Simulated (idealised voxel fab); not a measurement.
Process module name: voxel double patterning
Square cells of 5 nm make up the cross-section cut, whose width is 210 nm.
Notation: cross-section as square-cell grid; stated in bands, top first, going down; one or more cell rows per band.
The band entry comprises the height of the band's top followed by the height of its bottom, expressed in nm, and subsequently the band's materials from left to right, each stated together with its width in nm. Where a single material is marked with the word "throughout", that material fills the band from edge to edge. The word "blank" represents empty space.
Height reference: 0 = level under which incoming wafer is all one material. Lowest band: no bottom, runs on downward, e.g. "0 down".
Width "30 to 40": first value at the band's top row of cells, second value at its bottom row, equal change from row to row.
Take "no change occurred" at face value: in the step it is given for, the cross-section changed in none of its cells.
Empty spaces counting at least 8 cells and having no open way to the top are listed in "Fully enclosed voids". The notation width x height at distance is used for each, the distance being from the left edge and all three values in nm.
Step line, after settings: the simulator's comment on this step.
A step line may carry the setting "overlay nm", which, for steps involving a mask, states the distance by which the mask lay to the right of its intended position; negative values denote displacement to the left.

The following list gives the planned process steps
1. RECEIVE, material Si
2. CONFORMAL_DEP, material SiO2, thk nm 5
3. DIRECTIONAL_DEP, material polySi, thk nm 15
4. DIRECTIONAL_DEP, material SiCN, thk nm 5
5. PATTERN, tone open, mask id FIRST, material resist, width nm 15, pitch nm 50, thk nm 15, overlay nm 0
6. DIRECTIONAL_ETCH, etch materials SiCN, depth nm 5
7. STRIP, etch materials resist
8. PATTERN, tone open, mask id SECOND, material resist, width nm 15, pitch nm 50, thk nm 20, overlay nm 0
9. DIRECTIONAL_ETCH, etch materials SiCN, depth nm 5
10. STRIP, etch materials resist
11. DIRECTIONAL_ETCH, etch materials polySi, depth nm 15
12. STRIP, etch materials SiCN

The cross-section here shows the wafer as received, i.e. in its state after step 1
- 0 down: Si throughout
- Fully enclosed voids: none

A wafer at the end: this start, this plan, one mistake
- 30 to 15: 45 nm polySi  15 nm blank  10 nm polySi  15 nm blank  10 nm polySi  15 nm blank  10 nm polySi  15 nm blank  10 nm polySi  15 nm blank  50 nm polySi
- 15 to 5: polySi throughout
- 5 to 0: SiO2 throughout
- 0 down: Si throughout
- Fully enclosed voids: none
What was done differently from what was planned? step 3, actual vs plan mismatch, actual run DIRECTIONAL_DEP, material polySi, thk nm 25
